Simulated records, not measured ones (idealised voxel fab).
process module | voxel air gaps
cross-section cut | 250 nm wide | cells 5 nm
A cross-section is a grid of square cells, given in bands from the top down. A band is one or more rows of cells.
Each band's line starts with the height of the band's top and of its bottom, in nm. Then come its materials from left to right, each with its width in nm. One material with "throughout" fills the band from edge to edge. "air" is empty space.
Height 0 is the level under which the wafer as received is all one material. The lowest band goes on downwards, as in "0 down".
A width such as "30 to 40" changes by the same amount from each row of cells to the next, from the band's top row to its bottom row.
"no change" after a step means that no cell of the cross-section changed.
closed voids: empty space of 8 cells or more with no open way to the top, each as width x height at its distance from the left edge, in nm
after a step's settings: what the simulator itself notes on the step
overlay nm, on a step with a mask: how far to the right of its planned place the mask lay; to the left if negative
plan
1 op RECEIVE | material Si
2 op CONFORMAL_DEP | material SiO2 | thk nm 15
3 op CONFORMAL_DEP | material SiN | thk nm 5
4 op DIRECTIONAL_DEP | material SiO2 | thk nm 35
5 op MASKED_ETCH | tone open | mask id LINES | width nm 25 | pitch nm 55 | etch materials SiO2 | depth nm 35 | overlay nm 0
6 op CONFORMAL_DEP | material TiN | thk nm 5
7 op FILL_DEP | material Cu | thk nm 5
8 op CMP | height nm 55
9 op EPI | material Ru | thk nm 10
10 op SELECTIVE_ETCH | etch materials SiO2 | depth nm 45
11 op CONFORMAL_DEP | material SiCN | thk nm 5
varied across the wafers: thk nm of step 3. The plan shows the first wafer's value. All wafers start alike
first wafer as received, after step 1
  0 down: Si throughout
  closed voids: none
first wafer at the end, after step 11
  70 to 65: air 40 | SiCN 165 | air 45
  65 to 55: air 40 | SiCN 5 | Ru 45 | SiCN 10 | Ru 45 | SiCN 10 | Ru 45 | SiCN 5 | air 45
  55 to 50: air 40 | SiCN 15 | TiN 5 | Cu 15 | TiN 5 | SiCN 30 | TiN 5 | Cu 15 | TiN 5 | SiCN 30 | TiN 5 | Cu 15 | TiN 5 | SiCN 15 | air 45
  50 to 25: air 50 | SiCN 5 | TiN 5 | Cu 15 | TiN 5 | SiCN 5 | air 20 | SiCN 5 | TiN 5 | Cu 15 | TiN 5 | SiCN 5 | air 20 | SiCN 5 | TiN 5 | Cu 15 | TiN 5 | SiCN 5 | air 55
  25 to 20: SiCN 55 | TiN 25 | SiCN 30 | TiN 25 | SiCN 30 | TiN 25 | SiCN 60
  20 to 15: SiN throughout
  15 to 0: SiO2 throughout
  0 down: Si throughout
  closed voids: 20 x 25 at 85; 20 x 25 at 140
last wafer at the end
  70 to 65: air 40 | SiCN 165 | air 45
  65 to 55: air 40 | SiCN 5 | Ru 45 | SiCN 10 | Ru 45 | SiCN 10 | Ru 45 | SiCN 5 | air 45
  55 to 50: air 40 | SiCN 15 | TiN 5 | Cu 15 | TiN 5 | SiCN 30 | TiN 5 | Cu 15 | TiN 5 | SiCN 30 | TiN 5 | Cu 15 | TiN 5 | SiCN 15 | air 45
  50 to 40: air 50 | SiCN 5 | TiN 5 | Cu 15 | TiN 5 | SiCN 5 | air 20 | SiCN 5 | TiN 5 | Cu 15 | TiN 5 | SiCN 5 | air 20 | SiCN 5 | TiN 5 | Cu 15 | TiN 5 | SiCN 5 | air 55
  40 to 35: SiCN 55 | TiN 25 | SiCN 30 | TiN 25 | SiCN 30 | TiN 25 | SiCN 60
  35 to 15: SiN throughout
  15 to 0: SiO2 throughout
  0 down: Si throughout
  closed voids: 20 x 10 at 85; 20 x 10 at 140
each wafer at the end: cells of each material gained (+) or lost (-) since it was received, then its closed voids
thk nm 5 | +54 Cu | +54 Ru | +128 SiCN | +50 SiN | +150 SiO2 | +51 TiN | closed voids: 20 x 25 at 85; 20 x 25 at 140
thk nm 10 | +45 Cu | +54 Ru | +122 SiCN | +100 SiN | +150 SiO2 | +45 TiN | closed voids: 20 x 20 at 85; 20 x 20 at 140
thk nm 15 | +36 Cu | +54 Ru | +116 SiCN | +150 SiN | +150 SiO2 | +39 TiN | closed voids: 20 x 15 at 85; 20 x 15 at 140
thk nm 20 | +27 Cu | +54 Ru | +110 SiCN | +200 SiN | +150 SiO2 | +33 TiN | closed voids: 20 x 10 at 85; 20 x 10 at 140
